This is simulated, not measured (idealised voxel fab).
Process module in this document: voxel capacitor over wiring
Square cell edge 5 nm, section width 160 nm, ID cut.
A cross-section in this document is a grid of square cells, and it is written down as bands, the top band listed before the ones below it; a band is made up of one or more rows of cells.
A band entry consists of two parts. The first gives the height of the band's top and the height of its bottom, in nm. The rest lists the band's materials from left to right, each with its width in nm. A single material labelled with the word "edge to edge" fills the band from edge to edge, and the word "empty" marks empty space.
Heads up on the height convention: 0 is the point under which the incoming wafer is all one material, and the lowest band has no bottom, it just keeps going down, like "0 down".
Top row gets the first number, bottom row gets the second, and each row in between changes by the same step: that is how a band width like "30..40" works.
Take "stayed the same" at face value: in the step it is given for, the cross-section changed in none of its cells.
Look at "Cavities, closed" for the closed voids: empty spaces with no open path to the top, sized 8 cells or up. Each is width x height at distance, distance from the left edge, all nm.
Read whatever lies past the settings on a step's line as the simulator's own remark about the step.
overlay nm: where the mask lay relative to plan, measured to the right, on steps with a mask; negatives go left.
## These are the steps we planned for the process
1,RECEIVE | material Si
2,CONFORMAL_DEP | material SiO2 | thk nm 15
3,DIRECTIONAL_DEP | material TiN | thk nm 5
4,DIRECTIONAL_DEP | material W | thk nm 20
5,DIRECTIONAL_DEP | material aC | thk nm 15
6,PATTERN | tone cover | mask id METAL_1 | material resist | width nm 30 | pitch nm 95 | thk nm 30 | overlay nm 0
7,DIRECTIONAL_ETCH | etch materials aC | depth nm 15
8,STRIP | etch materials resist
9,DIRECTIONAL_ETCH | etch materials W | depth nm 20
10,DIRECTIONAL_ETCH | etch materials TiN | depth nm 5
11,STRIP | etch materials aC
12,FILL_DEP | material lowk | thk nm 10
13,CMP | height nm 40
14,CONFORMAL_DEP | material SiCN | thk nm 5
15,DIRECTIONAL_DEP | material SiO2 | thk nm 20
16,PATTERN | tone open | mask id PLUG_1 | material resist | width nm 15 | thk nm 15 | overlay nm 0
17,DIRECTIONAL_ETCH | etch materials SiO2 | depth nm 20
18,DIRECTIONAL_ETCH | etch materials SiCN | depth nm 5
19,STRIP | etch materials resist
20,CONFORMAL_DEP | material TiN | thk nm 5
21,FILL_DEP | material Cu | thk nm 10
22,CMP | height nm 65
23,DIRECTIONAL_DEP | material TiN | thk nm 10
24,DIRECTIONAL_DEP | material SiN | thk nm 5
25,DIRECTIONAL_DEP | material TiN | thk nm 5
26,PATTERN | tone cover | mask id UPPER_PLATE | material resist | width nm 70 | thk nm 15 | overlay nm 0
27,DIRECTIONAL_ETCH | etch materials TiN | depth nm 5
28,DIRECTIONAL_ETCH | etch materials SiN | depth nm 5
29,STRIP | etch materials resist
30,PATTERN | tone cover | mask id LOWER_PLATE | material resist | width nm 80 | thk nm 15 | overlay nm 0
31,DIRECTIONAL_ETCH | etch materials TiN | depth nm 10
32,STRIP | etch materials resist
33,FILL_DEP | material SiO2 | thk nm 20
34,CMP | height nm 100
35,MASKED_ETCH | tone open | mask id PLUG_2 | width nm 15 | etch materials SiO2 | depth nm 15 | overlay nm 0
36,CONFORMAL_DEP | material TiN | thk nm 5
37,FILL_DEP | material Ru | thk nm 10
38,CMP | height nm 100
39,CONFORMAL_DEP | material SiCN | thk nm 5
## Step 1 complete: cross-section of the wafer as received
0 down | Si edge to edge
Cavities, closed: none
## Cross-section: first of two wafers, module finished, run according to plan
105 to 100 | SiCN edge to edge
100 to 90 | 40 nm SiO2 / 5 nm TiN / 5 nm Ru / 5 nm TiN / 105 nm SiO2
90 to 80 | 40..30 nm SiO2 / 15..70 nm TiN / 105..60 nm SiO2
80 to 75 | 30 nm SiO2 / 70 nm SiN / 60 nm SiO2
75 to 65 | 25 nm SiO2 / 80 nm TiN / 55 nm SiO2
65 to 45 | 30 nm SiO2 / 5 nm TiN / 5 nm Cu / 5 nm TiN / 115 nm SiO2
45 to 40 | 30 nm SiCN / 15 nm TiN / 115 nm SiCN
40 to 20 | 15 nm lowk / 30 nm W / 65 nm lowk / 30 nm W / 20 nm lowk
20 to 15 | 15 nm lowk / 30 nm TiN / 65 nm lowk / 30 nm TiN / 20 nm lowk
15 to 0 | SiO2 edge to edge
0 down | Si edge to edge
Cavities, closed: none
## Same start, same plan as the first wafer - but one mistake in the run. Cross-section of the second of the two at the end of the module
105 to 100 | SiCN edge to edge
100 to 90 | 40 nm SiO2 / 5 nm TiN / 5 nm Ru / 5 nm TiN / 105 nm SiO2
90 to 80 | 40..35 nm SiO2 / 15..65 nm TiN / 105..60 nm SiO2
80 to 75 | 30 nm SiO2 / 70 nm SiN / 60 nm SiO2
75 to 65 | 30 nm SiO2 / 85 nm TiN / 45 nm SiO2
65 to 45 | 30 nm SiO2 / 5 nm TiN / 5 nm Cu / 5 nm TiN / 115 nm SiO2
45 to 40 | 30 nm SiCN / 15 nm TiN / 115 nm SiCN
40 to 20 | 15 nm lowk / 30 nm W / 65 nm lowk / 30 nm W / 20 nm lowk
20 to 15 | 15 nm lowk / 30 nm TiN / 65 nm lowk / 30 nm TiN / 20 nm lowk
15 to 0 | SiO2 edge to edge
0 down | Si edge to edge
Cavities, closed: none
what went wrong: so step 30 ended up running with a different setting than we planned, it ran as PATTERN | tone cover | mask id LOWER_PLATE | material resist | width nm 80 | thk nm 15 | overlay nm 10
Counted in cells at the end, the second wafer holds more or fewer of these materials than the first: SiO2: 1 fewer | TiN: 1 more
